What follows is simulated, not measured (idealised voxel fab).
This section sets out a process module, namely voxel wiring stack.
Xsec cut, 160 nm wide, square cell size 5 nm.
A cross-section is a grid of square cells, given in bands from the top down. A band is one or more rows of cells. For a band, the entry starts with two heights in nm, that of the top and then that of the bottom, and carries on with the band's materials in order from left to right, each alongside its width in nm; the word "throughout" beside a single material means it fills the band edge to edge, and "air" means empty space. Height 0 is the level under which the wafer as received is all one material. The lowest band goes on downwards, as in "from 0 down". Note: "30->40" means the width goes from the first number (top row of the band) to the second number (bottom row) in equal steps per row of cells. The designation "same as before", where it is given for a processing step, indicates that no cell of the cross-section was altered in the course of that step. You'll see "Enclosed cavity list" listing empty spaces that have no way open to the top, as long as they're 8 cells or more; the notation is width x height at distance, where the distance is from the left edge, and all of it is in nm. Whatever follows a step's settings on its line is a remark the simulator itself makes about that step. overlay nm: mask offset rightward from planned place, masked step; negative means leftward offset.

THE PLANNED PROCESS STEPS ARE ENUMERATED HEREUNDER
1. RECEIVE: material Si
2. CONFORMAL_DEP: material SiO2, thk nm 15
3. DIRECTIONAL_DEP: material TiN, thk nm 5
4. DIRECTIONAL_DEP: material Ru, thk nm 20
5. DIRECTIONAL_DEP: material aC, thk nm 15
6. PATTERN: tone cover, mask id METAL_1, material resist, width nm 20, pitch nm 35, thk nm 35, overlay nm 0
7. DIRECTIONAL_ETCH: etch materials aC, depth nm 15
8. STRIP: etch materials resist
9. DIRECTIONAL_ETCH: etch materials Ru, depth nm 20
10. DIRECTIONAL_ETCH: etch materials TiN, depth nm 5
11. STRIP: etch materials aC
12. CONFORMAL_DEP: material SiCN, thk nm 5
13. FILL_DEP: material SiO2, thk nm 10
14. CMP: height nm 40
15. CONFORMAL_DEP: material SiCN, thk nm 5
16. DIRECTIONAL_DEP: material lowk, thk nm 30
17. MASKED_ETCH: tone open, mask id METAL_2, width nm 20, pitch nm 35, etch materials lowk, depth nm 20, overlay nm 0
18. DIRECTIONAL_DEP: material aC, thk nm 10
19. PATTERN: tone open, mask id METAL_2_HOLES, material resist, width nm 15, pitch nm 70, thk nm 30, overlay nm 0
20. DIRECTIONAL_ETCH: etch materials aC, depth nm 10
21. STRIP: etch materials resist
22. DIRECTIONAL_ETCH: etch materials lowk, depth nm 10
23. DIRECTIONAL_ETCH: etch materials SiCN, depth nm 5
24. STRIP: etch materials aC
25. CONFORMAL_DEP: material TiN, thk nm 5
26. FILL_DEP: material Cu, thk nm 10
27. CMP: height nm 75
28. CONFORMAL_DEP: material SiN, thk nm 5

ON THE FIRST OF THE TWO WAFERS: RUN CONDUCTED ACCORDING TO PLAN

THIS IS THE CROSS-SECTION OF THE WAFER AS WE RECEIVED IT, I.E. AFTER STEP 1
	from 0 down  Si throughout
	Enclosed cavity list: none

CROSS-SECTION OF THE WAFER SUBSEQUENT TO STEP 2
	from 15 to 0  SiO2 throughout
	Beneath the level 0, the cross-section is identical to its previous state.

CROSS-SECTION OF THE WAFER SUBSEQUENT TO STEP 3
	from 20 to 15  TiN throughout
	Beneath the level 15, the cross-section is identical to its previous state.

CROSS-SECTION OF THE WAFER SUBSEQUENT TO STEP 4
	from 40 to 20  Ru throughout
	Beneath the level 20, the cross-section is identical to its previous state.

CROSS-SECTION OF THE WAFER SUBSEQUENT TO STEP 5
	from 55 to 40  aC throughout
	Beneath the level 40, the cross-section is identical to its previous state.

CROSS-SECTION OF THE WAFER SUBSEQUENT TO STEP 6
	from 90 to 55  air: 15, resist: 20, air: 15, resist: 20, air: 15, resist: 20, air: 15, resist: 20, air: 20
	Beneath the level 55, the cross-section is identical to its previous state.

CROSS-SECTION OF THE WAFER SUBSEQUENT TO STEP 7
	from 75 to 55  air: 15, resist: 20, air: 15, resist: 20, air: 15, resist: 20, air: 15, resist: 20, air: 20
	from 55 to 40  air: 15, aC: 20, air: 15, aC: 20, air: 15, aC: 20, air: 15, aC: 20, air: 20
	Beneath the level 40, the cross-section is identical to its previous state.

CROSS-SECTION OF THE WAFER SUBSEQUENT TO STEP 8
	from 55 to 40  air: 15, aC: 20, air: 15, aC: 20, air: 15, aC: 20, air: 15, aC: 20, air: 20
	Beneath the level 40, the cross-section is identical to its previous state.

CROSS-SECTION OF THE WAFER SUBSEQUENT TO STEP 9
	from 55 to 40  air: 15, aC: 20, air: 15, aC: 20, air: 15, aC: 20, air: 15, aC: 20, air: 20
	from 40 to 20  air: 15, Ru: 20, air: 15, Ru: 20, air: 15, Ru: 20, air: 15, Ru: 20, air: 20
	Beneath the level 20, the cross-section is identical to its previous state.

CROSS-SECTION OF THE WAFER SUBSEQUENT TO STEP 10
	from 55 to 40  air: 15, aC: 20, air: 15, aC: 20, air: 15, aC: 20, air: 15, aC: 20, air: 20
	from 40 to 20  air: 15, Ru: 20, air: 15, Ru: 20, air: 15, Ru: 20, air: 15, Ru: 20, air: 20
	from 20 to 15  air: 15, TiN: 20, air: 15, TiN: 20, air: 15, TiN: 20, air: 15, TiN: 20, air: 20
	Beneath the level 15, the cross-section is identical to its previous state.

CROSS-SECTION OF THE WAFER SUBSEQUENT TO STEP 11
	from 40 to 20  air: 15, Ru: 20, air: 15, Ru: 20, air: 15, Ru: 20, air: 15, Ru: 20, air: 20
	Beneath the level 20, the cross-section is identical to its previous state.

CROSS-SECTION OF THE WAFER SUBSEQUENT TO STEP 12
	from 45 to 40  air: 10, SiCN: 30, air: 5, SiCN: 30, air: 5, SiCN: 30, air: 5, SiCN: 30, air: 15
	from 40 to 20  air: 10, SiCN: 5, Ru: 20, SiCN: 5, air: 5, SiCN: 5, Ru: 20, SiCN: 5, air: 5, SiCN: 5, Ru: 20, SiCN: 5, air: 5, SiCN: 5, Ru: 20, SiCN: 5, air: 15
	from 20 to 15  SiCN: 15, TiN: 20, SiCN: 15, TiN: 20, SiCN: 15, TiN: 20, SiCN: 15, TiN: 20, SiCN: 20
	Beneath the level 15, the cross-section is identical to its previous state.

CROSS-SECTION OF THE WAFER SUBSEQUENT TO STEP 13
	from 55 to 45  SiO2 throughout
	from 45 to 40  SiO2: 10, SiCN: 30, SiO2: 5, SiCN: 30, SiO2: 5, SiCN: 30, SiO2: 5, SiCN: 30, SiO2: 15
	from 40 to 20  SiO2: 10, SiCN: 5, Ru: 20, SiCN: 5, SiO2: 5, SiCN: 5, Ru: 20, SiCN: 5, SiO2: 5, SiCN: 5, Ru: 20, SiCN: 5, SiO2: 5, SiCN: 5, Ru: 20, SiCN: 5, SiO2: 15
	Beneath the level 20, the cross-section is identical to its previous state.

CROSS-SECTION OF THE WAFER SUBSEQUENT TO STEP 14
	from 40 to 20  SiO2: 10, SiCN: 5, Ru: 20, SiCN: 5, SiO2: 5, SiCN: 5, Ru: 20, SiCN: 5, SiO2: 5, SiCN: 5, Ru: 20, SiCN: 5, SiO2: 5, SiCN: 5, Ru: 20, SiCN: 5, SiO2: 15
	Beneath the level 20, the cross-section is identical to its previous state.

CROSS-SECTION OF THE WAFER SUBSEQUENT TO STEP 15
	from 45 to 40  SiCN throughout
	Beneath the level 40, the cross-section is identical to its previous state.

CROSS-SECTION OF THE WAFER SUBSEQUENT TO STEP 16
	from 75 to 45  lowk throughout
	Beneath the level 45, the cross-section is identical to its previous state.

CROSS-SECTION OF THE WAFER SUBSEQUENT TO STEP 17
	from 75 to 55  lowk: 15, air: 20, lowk: 15, air: 20, lowk: 15, air: 20, lowk: 15, air: 20, lowk: 20
	Beneath the level 55, the cross-section is identical to its previous state.

CROSS-SECTION OF THE WAFER SUBSEQUENT TO STEP 18
	from 85 to 75  aC: 15, air: 20, aC: 15, air: 20, aC: 15, air: 20, aC: 15, air: 20, aC: 20
	from 75 to 65  lowk: 15, air: 20, lowk: 15, air: 20, lowk: 15, air: 20, lowk: 15, air: 20, lowk: 20
	from 65 to 55  lowk: 15, aC: 20, lowk: 15, aC: 20, lowk: 15, aC: 20, lowk: 15, aC: 20, lowk: 20
	Beneath the level 55, the cross-section is identical to its previous state.

CROSS-SECTION OF THE WAFER SUBSEQUENT TO STEP 19
	from 115 to 85  resist: 15, air: 15, resist: 55, air: 15, resist: 60
	from 85 to 75  aC: 15, air: 15, resist: 5, aC: 15, resist: 20, aC: 15, air: 15, resist: 5, aC: 15, resist: 20, aC: 20
	from 75 to 65  lowk: 15, air: 15, resist: 5, lowk: 15, resist: 20, lowk: 15, air: 15, resist: 5, lowk: 15, resist: 20, lowk: 20
	Beneath the level 65, the cross-section is identical to its previous state.

CROSS-SECTION OF THE WAFER SUBSEQUENT TO STEP 20
	from 105 to 85  resist: 15, air: 15, resist: 55, air: 15, resist: 60
	from 85 to 75  aC: 15, air: 15, resist: 5, aC: 15, resist: 20, aC: 15, air: 15, resist: 5, aC: 15, resist: 20, aC: 20
	from 75 to 65  lowk: 15, air: 15, resist: 5, lowk: 15, resist: 20, lowk: 15, air: 15, resist: 5, lowk: 15, resist: 20, lowk: 20
	from 65 to 55  lowk: 15, air: 15, aC: 5, lowk: 15, aC: 20, lowk: 15, air: 15, aC: 5, lowk: 15, aC: 20, lowk: 20
	Beneath the level 55, the cross-section is identical to its previous state.

CROSS-SECTION OF THE WAFER SUBSEQUENT TO STEP 21
	from 85 to 75  aC: 15, air: 20, aC: 15, air: 20, aC: 15, air: 20, aC: 15, air: 20, aC: 20
	from 75 to 65  lowk: 15, air: 20, lowk: 15, air: 20, lowk: 15, air: 20, lowk: 15, air: 20, lowk: 20
	Beneath the level 65, the cross-section is identical to its previous state.

CROSS-SECTION OF THE WAFER SUBSEQUENT TO STEP 22
	from 85 to 75  aC: 15, air: 20, aC: 15, air: 20, aC: 15, air: 20, aC: 15, air: 20, aC: 20
	from 75 to 65  lowk: 15, air: 20, lowk: 15, air: 20, lowk: 15, air: 20, lowk: 15, air: 20, lowk: 20
	from 65 to 55  lowk: 15, air: 15, aC: 5, lowk: 15, aC: 20, lowk: 15, air: 15, aC: 5, lowk: 15, aC: 20, lowk: 20
	from 55 to 45  lowk: 15, air: 15, lowk: 55, air: 15, lowk: 60
	Beneath the level 45, the cross-section is identical to its previous state.

CROSS-SECTION OF THE WAFER SUBSEQUENT TO STEP 23
	from 85 to 75  aC: 15, air: 20, aC: 15, air: 20, aC: 15, air: 20, aC: 15, air: 20, aC: 20
	from 75 to 65  lowk: 15, air: 20, lowk: 15, air: 20, lowk: 15, air: 20, lowk: 15, air: 20, lowk: 20
	from 65 to 55  lowk: 15, air: 15, aC: 5, lowk: 15, aC: 20, lowk: 15, air: 15, aC: 5, lowk: 15, aC: 20, lowk: 20
	from 55 to 45  lowk: 15, air: 15, lowk: 55, air: 15, lowk: 60
	from 45 to 40  SiCN: 15, air: 15, SiCN: 55, air: 15, SiCN: 60
	Beneath the level 40, the cross-section is identical to its previous state.

CROSS-SECTION OF THE WAFER SUBSEQUENT TO STEP 24
	from 75 to 55  lowk: 15, air: 20, lowk: 15, air: 20, lowk: 15, air: 20, lowk: 15, air: 20, lowk: 20
	Beneath the level 55, the cross-section is identical to its previous state.

CROSS-SECTION OF THE WAFER SUBSEQUENT TO STEP 25
	from 80 to 75  TiN: 20, air: 10, TiN: 25, air: 10, TiN: 25, air: 10, TiN: 25, air: 10, TiN: 25
	from 75 to 60  lowk: 15, TiN: 5, air: 10, TiN: 5, lowk: 15, TiN: 5, air: 10, TiN: 5, lowk: 15, TiN: 5, air: 10, TiN: 5, lowk: 15, TiN: 5, air: 10, TiN: 5, lowk: 20
	from 60 to 55  lowk: 15, TiN: 5, air: 5, TiN: 10, lowk: 15, TiN: 20, lowk: 15, TiN: 5, air: 5, TiN: 10, lowk: 15, TiN: 20, lowk: 20
	from 55 to 45  lowk: 15, TiN: 5, air: 5, TiN: 5, lowk: 55, TiN: 5, air: 5, TiN: 5, lowk: 60
	from 45 to 40  SiCN: 15, TiN: 15, SiCN: 55, TiN: 15, SiCN: 60
	Beneath the level 40, the cross-section is identical to its previous state.

CROSS-SECTION OF THE WAFER SUBSEQUENT TO STEP 26
	from 90 to 80  Cu throughout
	from 80 to 75  TiN: 20, Cu: 10, TiN: 25, Cu: 10, TiN: 25, Cu: 10, TiN: 25, Cu: 10, TiN: 25
	from 75 to 60  lowk: 15, TiN: 5, Cu: 10, TiN: 5, lowk: 15, TiN: 5, Cu: 10, TiN: 5, lowk: 15, TiN: 5, Cu: 10, TiN: 5, lowk: 15, TiN: 5, Cu: 10, TiN: 5, lowk: 20
	from 60 to 55  lowk: 15, TiN: 5, Cu: 5, TiN: 10, lowk: 15, TiN: 20, lowk: 15, TiN: 5, Cu: 5, TiN: 10, lowk: 15, TiN: 20, lowk: 20
	from 55 to 45  lowk: 15, TiN: 5, Cu: 5, TiN: 5, lowk: 55, TiN: 5, Cu: 5, TiN: 5, lowk: 60
	Beneath the level 45, the cross-section is identical to its previous state.

CROSS-SECTION OF THE WAFER SUBSEQUENT TO STEP 27
	from 75 to 60  lowk: 15, TiN: 5, Cu: 10, TiN: 5, lowk: 15, TiN: 5, Cu: 10, TiN: 5, lowk: 15, TiN: 5, Cu: 10, TiN: 5, lowk: 15, TiN: 5, Cu: 10, TiN: 5, lowk: 20
	Beneath the level 60, the cross-section is identical to its previous state.

CROSS-SECTION OF THE WAFER SUBSEQUENT TO STEP 28
	from 80 to 75  SiN throughout
	Beneath the level 75, the cross-section is identical to its previous state.

REGARDING THE SECOND OF THE TWO WAFERS: IT SHARED THE FIRST WAFER'S STARTING CONDITION AND PROCESS PLAN, YET ONE ERROR OCCURRED DURING ITS EXECUTION. ITS HISTORY COINCIDES WITH THAT OF THE FIRST WAFER UP TO AND INCLUDING STEP 16

X-SECTION, SECOND WAFER, WHEN STEP 17 WAS DUE TO FINISH
	from 75 to 55  air: 15, lowk: 20, air: 15, lowk: 20, air: 15, lowk: 20, air: 15, lowk: 20, air: 20
	Beneath the level 55, the cross-section is identical to its previous state.

X-SECTION, SECOND WAFER, WHEN STEP 18 WAS DUE TO FINISH
	from 85 to 75  air: 15, aC: 20, air: 15, aC: 20, air: 15, aC: 20, air: 15, aC: 20, air: 20
	from 75 to 65  air: 15, lowk: 20, air: 15, lowk: 20, air: 15, lowk: 20, air: 15, lowk: 20, air: 20
	from 65 to 55  aC: 15, lowk: 20, aC: 15, lowk: 20, aC: 15, lowk: 20, aC: 15, lowk: 20, aC: 20
	Beneath the level 55, the cross-section is identical to its previous state.

X-SECTION, SECOND WAFER, WHEN STEP 19 WAS DUE TO FINISH
	from 115 to 85  resist: 15, air: 15, resist: 55, air: 15, resist: 60
	from 85 to 75  resist: 15, aC: 20, resist: 15, aC: 20, resist: 15, aC: 20, resist: 15, aC: 20, resist: 20
	from 75 to 65  resist: 15, lowk: 20, resist: 15, lowk: 20, resist: 15, lowk: 20, resist: 15, lowk: 20, resist: 20
	Beneath the level 65, the cross-section is identical to its previous state.

X-SECTION, SECOND WAFER, WHEN STEP 20 WAS DUE TO FINISH
	from 105 to 85  resist: 15, air: 15, resist: 55, air: 15, resist: 60
	from 85 to 75  resist: 15, air: 15, aC: 5, resist: 15, aC: 20, resist: 15, air: 15, aC: 5, resist: 15, aC: 20, resist: 20
	Beneath the level 75, the cross-section is identical to its previous state.

X-SECTION, SECOND WAFER, WHEN STEP 21 WAS DUE TO FINISH
	from 85 to 75  air: 30, aC: 5, air: 15, aC: 20, air: 30, aC: 5, air: 15, aC: 20, air: 20
	from 75 to 65  air: 15, lowk: 20, air: 15, lowk: 20, air: 15, lowk: 20, air: 15, lowk: 20, air: 20
	Beneath the level 65, the cross-section is identical to its previous state.

X-SECTION, SECOND WAFER, WHEN STEP 22 WAS DUE TO FINISH
	from 85 to 75  air: 30, aC: 5, air: 15, aC: 20, air: 30, aC: 5, air: 15, aC: 20, air: 20
	from 75 to 65  air: 30, lowk: 5, air: 15, lowk: 20, air: 30, lowk: 5, air: 15, lowk: 20, air: 20
	Beneath the level 65, the cross-section is identical to its previous state.

X-section, second wafer, when step 23 was due to finish: same as before

X-SECTION, SECOND WAFER, WHEN STEP 24 WAS DUE TO FINISH
	from 75 to 65  air: 30, lowk: 5, air: 15, lowk: 20, air: 30, lowk: 5, air: 15, lowk: 20, air: 20
	from 65 to 55  air: 15, lowk: 20, air: 15, lowk: 20, air: 15, lowk: 20, air: 15, lowk: 20, air: 20
	Beneath the level 55, the cross-section is identical to its previous state.

X-SECTION, SECOND WAFER, WHEN STEP 25 WAS DUE TO FINISH
	from 80 to 75  air: 25, TiN: 15, air: 5, TiN: 30, air: 20, TiN: 15, air: 5, TiN: 30, air: 15
	from 75 to 65  air: 25->10, TiN: 5->20, lowk: 5, TiN: 5, air: 5, TiN: 5, lowk: 20, TiN: 5, air: 20->5, TiN: 5->20, lowk: 5, TiN: 5, air: 5, TiN: 5, lowk: 20, TiN: 5, air: 15
	from 65 to 60  air: 10, TiN: 5, lowk: 20, TiN: 5, air: 5, TiN: 5, lowk: 20, TiN: 5, air: 5, TiN: 5, lowk: 20, TiN: 5, air: 5, TiN: 5, lowk: 20, TiN: 5, air: 15
	from 60 to 55  TiN: 15, lowk: 20, TiN: 15, lowk: 20, TiN: 15, lowk: 20, TiN: 15, lowk: 20, TiN: 20
	Beneath the level 55, the cross-section is identical to its previous state.

X-SECTION, SECOND WAFER, WHEN STEP 26 WAS DUE TO FINISH
	from 90 to 80  Cu throughout
	from 80 to 75  Cu: 25, TiN: 15, Cu: 5, TiN: 30, Cu: 20, TiN: 15, Cu: 5, TiN: 30, Cu: 15
	from 75 to 65  Cu: 25->10, TiN: 5->20, lowk: 5, TiN: 5, Cu: 5, TiN: 5, lowk: 20, TiN: 5, Cu: 20->5, TiN: 5->20, lowk: 5, TiN: 5, Cu: 5, TiN: 5, lowk: 20, TiN: 5, Cu: 15
	from 65 to 60  Cu: 10, TiN: 5, lowk: 20, TiN: 5, Cu: 5, TiN: 5, lowk: 20, TiN: 5, Cu: 5, TiN: 5, lowk: 20, TiN: 5, Cu: 5, TiN: 5, lowk: 20, TiN: 5, Cu: 15
	Beneath the level 60, the cross-section is identical to its previous state.

X-SECTION, SECOND WAFER, WHEN STEP 27 WAS DUE TO FINISH
	from 75 to 65  Cu: 25->10, TiN: 5->20, lowk: 5, TiN: 5, Cu: 5, TiN: 5, lowk: 20, TiN: 5, Cu: 20->5, TiN: 5->20, lowk: 5, TiN: 5, Cu: 5, TiN: 5, lowk: 20, TiN: 5, Cu: 15
	Beneath the level 65, the cross-section is identical to its previous state.

X-SECTION, SECOND WAFER, WHEN STEP 28 WAS DUE TO FINISH
	from 80 to 75  SiN throughout
	Beneath the level 75, the cross-section is identical to its previous state.
Where did the run depart from the plan? step 17 changed vs plan, executed as MASKED_ETCH: tone cover, mask id METAL_2, width nm 20, pitch nm 35, etch materials lowk, depth nm 20, overlay nm 0
In the final state, the cell counts of the second wafer exceed or fall short of those of the first for the following materials: +6 SiCN | -6 TiN
